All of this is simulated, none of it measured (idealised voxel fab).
Process module, titled voxel tone inversion
For reference, the cross-section in this document is cut, with width 250 nm and square cells of 5 nm.
In this document a cross-section is written as a grid of square cells. It is given as a series of bands, listed from the top down, and a band is one or more rows of cells.
Quick guide to a band line: top height, bottom height (nm) up front; then every material left to right with its width in nm. Only one material and it's marked "everywhere"? Then it fills the band edge to edge. And "air" just means empty space.
Measure heights from 0. That's the level where, below it, the as-received wafer is all one material. The lowest band is bottomless and extends downward; write it as in "0 down".
The expression "30->40" gives the width at the extremes of the band, the first number at its top row of cells and the second at its bottom row, with the width changing by equal amounts from each row to the next in between.
The cross-section has no changed cell in any step marked "no change".
"Listed closed voids" contains a list of empty spaces, each no smaller than 8 cells and without an open way to the top, written in the form width x height at distance with the distance from the left edge and all three in nm.
after a step's settings: what the simulator itself notes on the step
overlay nm: mask right of planned place by this much (step with mask). Neg. = left.

[This section lists the process steps that were planned]
1. RECEIVE,material Si
2. CONFORMAL_DEP,material SiN,thk nm 5
3. DIRECTIONAL_DEP,material polySi,thk nm 15
4. PATTERN,tone cover,mask id POSTS,material resist,width nm 15,pitch nm 45,thk nm 20,overlay nm 0
5. DIRECTIONAL_ETCH,etch materials polySi,depth nm 15
6. STRIP,etch materials resist
7. FILL_DEP,material SiO2,thk nm 5
8. CMP,height nm 20
9. STRIP,etch materials polySi
10. CONFORMAL_DEP,material TiN,thk nm 5
11. FILL_DEP,material Ru,thk nm 10
12. CMP,height nm 20
13. CONFORMAL_DEP,material SiN,thk nm 5

[Cross-section of the wafer as it came to us, i.e., already through step 1]
> 0 down = Si everywhere
> Listed closed voids: none

[Looking at the first of two wafers in cross-section at end of module - ran to plan]
> 25 to 20 = SiN everywhere
> 20 to 10 = SiO2 (50), TiN (5), Ru (5), TiN (5), SiO2 (30), TiN (5), Ru (5), TiN (5), SiO2 (30), TiN (5), Ru (5), TiN (5), SiO2 (30), TiN (5), Ru (5), TiN (5), SiO2 (50)
> 10 to 5 = SiO2 (50), TiN (15), SiO2 (30), TiN (15), SiO2 (30), TiN (15), SiO2 (30), TiN (15), SiO2 (50)
> 5 to 0 = SiN everywhere
> 0 down = Si everywhere
> Listed closed voids: none

[The second wafer, shown in cross-section after the module: started the same way as the first and given the same plan, yet one mistake crept into how it was run]
> 25 to 20 = SiN everywhere
> 20 to 10 = SiO2 (45), TiN (5), Ru (15), TiN (5), SiO2 (20), TiN (5), Ru (15), TiN (5), SiO2 (20), TiN (5), Ru (15), TiN (5), SiO2 (20), TiN (5), Ru (15), TiN (5), SiO2 (45)
> 10 to 5 = SiO2 (45), TiN (25), SiO2 (20), TiN (25), SiO2 (20), TiN (25), SiO2 (20), TiN (25), SiO2 (45)
> 5 to 0 = SiN everywhere
> 0 down = Si everywhere
> Listed closed voids: none
Plan not followed: note that step 4 departed from the planned setting and was carried out as PATTERN,tone cover,mask id POSTS,material resist,width nm 25,pitch nm 45,thk nm 20,overlay nm 0
Wrapping up, a cell-based count of both wafers puts the second over or under the first for these materials: 16 more of Ru; 24 fewer of SiO2; 8 more of TiN
